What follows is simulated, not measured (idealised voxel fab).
Documented hereafter: the process module known as voxel wiring stack.
Square cell edge 5 nm, section width 275 nm, ID cut.
If you're reading a cross-section in this doc, picture square cells in a grid; it comes to you as bands, top ones listed first down to the bottom, and a band can be one or more rows of cells. For a band, the entry starts with two heights in nm, that of the top and then that of the bottom, and carries on with the band's materials in order from left to right, each alongside its width in nm; the word "throughout" beside a single material means it fills the band edge to edge, and "air" means empty space. The level at which height equals 0 is the one under which the wafer, as it arrives, is entirely one material. No lower edge exists for the bottom band, which continues downward and is notated as in "0..down". Graded width ("30 to 40"): value in top row of band = first number; value in bottom row = second number; row-to-row change constant. Given "no alteration" for a step, no cell of the cross-section differs between before and after that step. The list in "Sealed internal cavities" covers empty spaces of 8 cells or more that cannot reach the top through any open way, and it gives each as width x height at distance; the distance is from the left edge, and width, height and distance are in nm. Past the settings on a step's line: simulator remark, on that step. overlay nm: mask right of planned place by this much (step with mask). Neg. = left.
List of planned process steps:
1,RECEIVE: material Si
2,CONFORMAL_DEP: material SiO2, thk nm 10
3,DIRECTIONAL_DEP: material TiN, thk nm 5
4,DIRECTIONAL_DEP: material W, thk nm 15
5,DIRECTIONAL_DEP: material aC, thk nm 15
6,PATTERN: tone cover, mask id METAL_1, material resist, width nm 30, pitch nm 55, thk nm 30, overlay nm 0
7,DIRECTIONAL_ETCH: etch materials aC, depth nm 15
8,STRIP: etch materials resist
9,DIRECTIONAL_ETCH: etch materials W, depth nm 15
10,DIRECTIONAL_ETCH: etch materials TiN, depth nm 5
11,STRIP: etch materials aC
12,CONFORMAL_DEP: material SiCN, thk nm 5
13,FILL_DEP: material SiO2, thk nm 10
14,CMP: height nm 30
15,CONFORMAL_DEP: material SiCN, thk nm 5
16,DIRECTIONAL_DEP: material SiO2, thk nm 20
17,PATTERN: tone open, mask id PLUG_1, material resist, width nm 15, pitch nm 55, thk nm 20, overlay nm 0
18,DIRECTIONAL_ETCH: etch materials SiO2, depth nm 20
19,DIRECTIONAL_ETCH: etch materials SiCN, depth nm 5
20,STRIP: etch materials resist
21,EPI: material Ru, thk nm 10
22,EPI: material Ru, thk nm 10
23,EPI: material Ru, thk nm 5
24,DIRECTIONAL_DEP: material TiN, thk nm 5
25,DIRECTIONAL_DEP: material Ru, thk nm 25
26,DIRECTIONAL_DEP: material aC, thk nm 15
27,PATTERN: tone cover, mask id METAL_2, material resist, width nm 30, pitch nm 55, thk nm 35, overlay nm 0
28,DIRECTIONAL_ETCH: etch materials aC, depth nm 15
29,STRIP: etch materials resist
30,DIRECTIONAL_ETCH: etch materials Ru, depth nm 25
31,DIRECTIONAL_ETCH: etch materials TiN, depth nm 5
32,STRIP: etch materials aC
33,FILL_DEP: material lowk, thk nm 5
34,CMP: height nm 85
35,CONFORMAL_DEP: material SiCN, thk nm 5
36,DIRECTIONAL_DEP: material lowk, thk nm 20
37,PATTERN: tone open, mask id PLUG_2, material resist, width nm 15, pitch nm 110, thk nm 20, overlay nm 0
38,DIRECTIONAL_ETCH: etch materials lowk, depth nm 20
39,DIRECTIONAL_ETCH: etch materials SiCN, depth nm 5
40,STRIP: etch materials resist
41,CONFORMAL_DEP: material TiN, thk nm 5
42,FILL_DEP: material Ru, thk nm 10
43,CMP: height nm 110
44,DIRECTIONAL_DEP: material TiN, thk nm 5
45,DIRECTIONAL_DEP: material Ru, thk nm 15
46,PATTERN: tone cover, mask id METAL_3, material resist, width nm 30, pitch nm 55, thk nm 20, overlay nm 0
47,DIRECTIONAL_ETCH: etch materials Ru, depth nm 15
48,DIRECTIONAL_ETCH: etch materials TiN, depth nm 5
49,STRIP: etch materials resist
50,CONFORMAL_DEP: material SiN, thk nm 5
51,FILL_DEP: material lowk, thk nm 10
52,CMP: height nm 130
53,CONFORMAL_DEP: material SiCN, thk nm 5
54,DIRECTIONAL_DEP: material SiO2, thk nm 30
55,MASKED_ETCH: tone open, mask id METAL_4, width nm 30, pitch nm 55, etch materials SiO2, depth nm 20, overlay nm 0
56,MASKED_ETCH: tone open, mask id METAL_4_HOLES, width nm 15, pitch nm 55, etch materials SiO2, depth nm 10, overlay nm 0
57,MASKED_ETCH: tone open, mask id METAL_4_HOLES, width nm 15, pitch nm 55, etch materials SiCN, depth nm 5, overlay nm 0
58,CONFORMAL_DEP: material TiN, thk nm 5
59,FILL_DEP: material Cu, thk nm 5
60,CMP: height nm 165
61,CONFORMAL_DEP: material SiCN, thk nm 5
Every wafer here starts from the same state; it is the step 17 width nm that distinguishes them, and the value the plan gives belongs to the first wafer.
Cross-sectional view of the first of several wafers in the as-received condition, corresponding to the state following step 1:
	0..down  Si throughout
	Sealed internal cavities: none
Wafer cross-section (first of several) - module end, post step 61 (last step):
	170..165  SiCN throughout
	165..150  SiO2 (65), TiN (5), Cu (20), TiN (5), SiO2 (25), TiN (5), Cu (20), TiN (5), SiO2 (25), TiN (5), Cu (20), TiN (5), SiO2 (70)
	150..145  SiO2 (65), TiN (5), Cu (5), TiN (20), SiO2 (25), TiN (5), Cu (5), TiN (20), SiO2 (25), TiN (5), Cu (5), TiN (20), SiO2 (70)
	145..135  SiO2 (65), TiN (5), Cu (5), TiN (5), SiO2 (40), TiN (5), Cu (5), TiN (5), SiO2 (40), TiN (5), Cu (5), TiN (5), SiO2 (85)
	135..130  SiCN (65), TiN (15), SiCN (40), TiN (15), SiCN (40), TiN (15), SiCN (85)
	130..115  lowk (60), SiN (5), Ru (30), SiN (5), lowk (15), SiN (5), Ru (30), SiN (5), lowk (15), SiN (5), Ru (30), SiN (5), lowk (65)
	115..110  SiN (65), TiN (30), SiN (25), TiN (30), SiN (25), TiN (30), SiN (70)
	110..90  lowk (65), TiN (5), Ru (5), TiN (5), lowk (95), TiN (5), Ru (5), TiN (5), lowk (85)
	90..85  SiCN (65), TiN (15), SiCN (95), TiN (15), SiCN (85)
	85..60  lowk (65), Ru (30), lowk (25), Ru (30), lowk (25), Ru (30), lowk (70)
	60..55  lowk (65), TiN (30), lowk (25), TiN (30), lowk (25), TiN (30), lowk (70)
	55..35  SiO2 (65), Ru (15), SiO2 (40), Ru (15), SiO2 (40), Ru (15), SiO2 (85)
	35..30  SiCN (65), Ru (15), SiCN (40), Ru (15), SiCN (40), Ru (15), SiCN (85)
	30..15  SiO2 (60), SiCN (5), W (30), SiCN (5), SiO2 (15), SiCN (5), W (30), SiCN (5), SiO2 (15), SiCN (5), W (30), SiCN (5), SiO2 (65)
	15..10  SiCN (65), TiN (30), SiCN (25), TiN (30), SiCN (25), TiN (30), SiCN (70)
	10..0  SiO2 throughout
	0..down  Si throughout
	Sealed internal cavities: none
Final wafer of several, shown in cross-section at the end of the module:
	170..165  SiCN throughout
	165..150  SiO2 (65), TiN (5), Cu (20), TiN (5), SiO2 (25), TiN (5), Cu (20), TiN (5), SiO2 (25), TiN (5), Cu (20), TiN (5), SiO2 (70)
	150..145  SiO2 (65), TiN (5), Cu (5), TiN (20), SiO2 (25), TiN (5), Cu (5), TiN (20), SiO2 (25), TiN (5), Cu (5), TiN (20), SiO2 (70)
	145..135  SiO2 (65), TiN (5), Cu (5), TiN (5), SiO2 (40), TiN (5), Cu (5), TiN (5), SiO2 (40), TiN (5), Cu (5), TiN (5), SiO2 (85)
	135..130  SiCN (65), TiN (15), SiCN (40), TiN (15), SiCN (40), TiN (15), SiCN (85)
	130..115  lowk (60), SiN (5), Ru (30), SiN (5), lowk (15), SiN (5), Ru (30), SiN (5), lowk (15), SiN (5), Ru (30), SiN (5), lowk (65)
	115..110  SiN (65), TiN (30), SiN (25), TiN (30), SiN (25), TiN (30), SiN (70)
	110..90  lowk (65), TiN (5), Ru (5), TiN (5), lowk (95), TiN (5), Ru (5), TiN (5), lowk (85)
	90..85  SiCN (65), TiN (15), SiCN (95), TiN (15), SiCN (85)
	85..60  lowk (65), Ru (30), lowk (25), Ru (30), lowk (25), Ru (30), lowk (70)
	60..55  lowk (65), TiN (30), lowk (25), TiN (30), lowk (25), TiN (30), lowk (70)
	55..35  SiO2 (60), Ru (30), SiO2 (25), Ru (30), SiO2 (25), Ru (30), SiO2 (75)
	35..30  SiCN (60), Ru (30), SiCN (25), Ru (30), SiCN (25), Ru (30), SiCN (75)
	30..15  SiO2 (60), SiCN (5), W (30), SiCN (5), SiO2 (15), SiCN (5), W (30), SiCN (5), SiO2 (15), SiCN (5), W (30), SiCN (5), SiO2 (65)
	15..10  SiCN (65), TiN (30), SiCN (25), TiN (30), SiCN (25), TiN (30), SiCN (70)
	10..0  SiO2 throughout
	0..down  Si throughout
	Sealed internal cavities: none
What follows is a table in which each wafer occupies a row; for the wafer as it stands at the close of the module, the row states, material by material, how many cells have been gained (+) or lost (-) since receipt, and then gives its closed voids:
width nm 15 | +45 Cu | +197 Ru | +251 SiCN | +55 SiN | +627 SiO2 | +130 TiN | +54 W | +511 lowk | Sealed internal cavities: none
width nm 20 | +45 Cu | +212 Ru | +248 SiCN | +55 SiN | +615 SiO2 | +130 TiN | +54 W | +511 lowk | Sealed internal cavities: none
width nm 25 | +45 Cu | +227 Ru | +245 SiCN | +55 SiN | +603 SiO2 | +130 TiN | +54 W | +511 lowk | Sealed internal cavities: none
width nm 30 | +45 Cu | +242 Ru | +242 SiCN | +55 SiN | +591 SiO2 | +130 TiN | +54 W | +511 lowk | Sealed internal cavities: none
